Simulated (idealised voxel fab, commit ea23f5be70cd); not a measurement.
The process module presented herein is designated voxel wiring stack.
For reference, the cross-section in this document is cut, with width 220 nm and square cells of 5 nm.
In what follows, cross-sections appear as grids of square cells, described through bands that run from the top down, where every band is one or more rows of cells. Within each band entry, the heights of the top and of the bottom of the band appear first, in that order and in nm; the materials of the band then follow from left to right, each with its corresponding width in nm. The designation "full width" on a single material indicates that it fills the band from edge to edge; the designation "empty" indicates empty space. Beneath 0, the wafer as received is one material, and that level is where height counting begins. The lowest band goes on downward without a bottom; it is written like "from 0 down". So if you see something like "30..40" for the width, read it as the top row of the band sitting at the first number and the bottom row at the second, with every row in between moving by the same amount as the last. What does "nothing changed" mean for a step? It means no cell of the cross-section changed in that step. "Closed void inventory" means: voids of 8 cells or more that are shut off from the top with no open way through. Written width x height at distance, distance from the left edge, in nm. If you see something after the settings on a step's line, that's the simulator's own remark about that step. overlay nm: mask right of planned place by this much (step with mask). Neg. = left.

The following list gives the planned process steps:
1) RECEIVE: material Si
2) CONFORMAL_DEP: material SiO2, thk nm 10
3) CONFORMAL_DEP: material SiN, thk nm 5
4) DIRECTIONAL_DEP: material lowk, thk nm 20
5) MASKED_ETCH: tone open, mask id METAL_1, width nm 30, pitch nm 50, etch materials lowk, depth nm 20, overlay nm 0
6) MASKED_ETCH: tone open, mask id METAL_1, width nm 30, pitch nm 50, etch materials SiN, depth nm 5, overlay nm 0
7) CONFORMAL_DEP: material TiN, thk nm 5
8) FILL_DEP: material Cu, thk nm 10
9) CMP: height nm 35
10) EPI: material Ru, thk nm 5
11) FILL_DEP: material SiCN, thk nm 5
12) DIRECTIONAL_DEP: material lowk, thk nm 20
13) MASKED_ETCH: tone open, mask id PLUG_1, width nm 15, etch materials lowk, depth nm 20, overlay nm 0
14) MASKED_ETCH: tone open, mask id PLUG_1, width nm 15, etch materials SiCN, depth nm 5, overlay nm 0
15) EPI: material Ru, thk nm 10
16) EPI: material Ru, thk nm 10
17) EPI: material Ru, thk nm 5
18) CONFORMAL_DEP: material SiN, thk nm 5
19) DIRECTIONAL_DEP: material lowk, thk nm 25
20) MASKED_ETCH: tone open, mask id METAL_2, width nm 30, pitch nm 50, etch materials lowk, depth nm 25, overlay nm 0
21) MASKED_ETCH: tone open, mask id METAL_2, width nm 30, pitch nm 50, etch materials SiN, depth nm 5, overlay nm 0
22) CONFORMAL_DEP: material TiN, thk nm 5
23) FILL_DEP: material W, thk nm 10
24) CMP: height nm 95
25) CONFORMAL_DEP: material SiCN, thk nm 5
26) DIRECTIONAL_DEP: material SiO2, thk nm 15
27) PATTERN: tone open, mask id PLUG_2, material resist, width nm 15, pitch nm 50, thk nm 20, overlay nm 0
28) DIRECTIONAL_ETCH: etch materials SiO2, depth nm 15
29) DIRECTIONAL_ETCH: etch materials SiCN, depth nm 5
30) STRIP: etch materials resist
31) EPI: material Ru, thk nm 10
32) EPI: material Ru, thk nm 10
33) CONFORMAL_DEP: material SiCN, thk nm 5
34) DIRECTIONAL_DEP: material SiO2, thk nm 15
35) MASKED_ETCH: tone open, mask id METAL_3, width nm 30, pitch nm 50, etch materials SiO2, depth nm 15, overlay nm 0
36) MASKED_ETCH: tone open, mask id METAL_3, width nm 30, pitch nm 50, etch materials SiCN, depth nm 5, overlay nm 0
37) CONFORMAL_DEP: material TiN, thk nm 5
38) FILL_DEP: material W, thk nm 5
39) CMP: height nm 135
40) EPI: material Ru, thk nm 5
41) FILL_DEP: material SiCN, thk nm 5
42) DIRECTIONAL_DEP: material SiO2, thk nm 10
43) MASKED_ETCH: tone open, mask id PLUG_3, width nm 15, pitch nm 50, etch materials SiO2, depth nm 10, overlay nm 0
44) MASKED_ETCH: tone open, mask id PLUG_3, width nm 15, pitch nm 50, etch materials SiCN, depth nm 5, overlay nm 0
45) EPI: material Ru, thk nm 10
46) EPI: material Ru, thk nm 5
47) CONFORMAL_DEP: material SiCN, thk nm 5
48) DIRECTIONAL_DEP: material lowk, thk nm 15
49) MASKED_ETCH: tone open, mask id METAL_4, width nm 30, pitch nm 50, etch materials lowk, depth nm 15, overlay nm 0
50) MASKED_ETCH: tone open, mask id METAL_4, width nm 30, pitch nm 50, etch materials SiCN, depth nm 5, overlay nm 0
51) CONFORMAL_DEP: material TiN, thk nm 5
52) FILL_DEP: material W, thk nm 10
53) CMP: height nm 175
54) CONFORMAL_DEP: material SiCN, thk nm 5

Wafer cross-section on receipt, i.e. after step 1:
    from 0 down | Si full width
    Closed void inventory: none

One mistake in running the module, otherwise start and plan as above: cross-section at the end:
    from 180 to 175 | SiCN full width
    from 175 to 160 | 70 lowk, then 5 TiN, then 20 W, then 5 TiN, then 20 lowk, then 5 TiN, then 20 W, then 5 TiN, then 70 lowk
    from 160 to 155 | 70 SiCN, then 30 TiN, then 20 SiCN, then 30 TiN, then 70 SiCN
    from 155 to 145 | 70 SiO2, then 15 Ru, then 35 SiO2, then 15 Ru, then 85 SiO2
    from 145 to 135 | 70..65 SiCN, then 15..40 Ru, then 35..10 SiCN, then 15..40 Ru, then 85..65 SiCN
    from 135 to 120 | 70 SiO2, then 5 TiN, then 20 W, then 5 TiN, then 20 SiO2, then 5 TiN, then 20 W, then 5 TiN, then 70 SiO2
    from 120 to 115 | 70 SiCN, then 30 TiN, then 20 SiCN, then 30 TiN, then 70 SiCN
    from 115 to 100 | 70 SiO2, then 15 Ru, then 35 SiO2, then 15 Ru, then 85 SiO2
    from 100 to 95 | 70 SiCN, then 15 Ru, then 35 SiCN, then 15 Ru, then 85 SiCN
    from 95 to 90 | 70 lowk, then 5 TiN, then 20 W, then 5 TiN, then 20 lowk, then 5 TiN, then 20 W, then 5 TiN, then 70 lowk
    from 90 to 85 | 70 SiN, then 30 TiN, then 20 SiN, then 30 TiN, then 70 SiN
    from 85 to 65 | 70 lowk, then 5 SiN, then 5 TiN, then 5 SiN, then 135 lowk
    from 65 to 45 | lowk full width
    from 45 to 40 | SiCN full width
    from 40 to 35 | 65 SiCN, then 40 Ru, then 10 SiCN, then 40 Ru, then 65 SiCN
    from 35 to 15 | 70 lowk, then 5 TiN, then 20 Cu, then 5 TiN, then 20 lowk, then 5 TiN, then 20 Cu, then 5 TiN, then 70 lowk
    from 15 to 10 | 70 SiN, then 30 TiN, then 20 SiN, then 30 TiN, then 70 SiN
    from 10 to 0 | SiO2 full width
    from 0 down | Si full width
    Closed void inventory: none
The mistake made against the process plan was this: step 12 of the plan was executed twice over
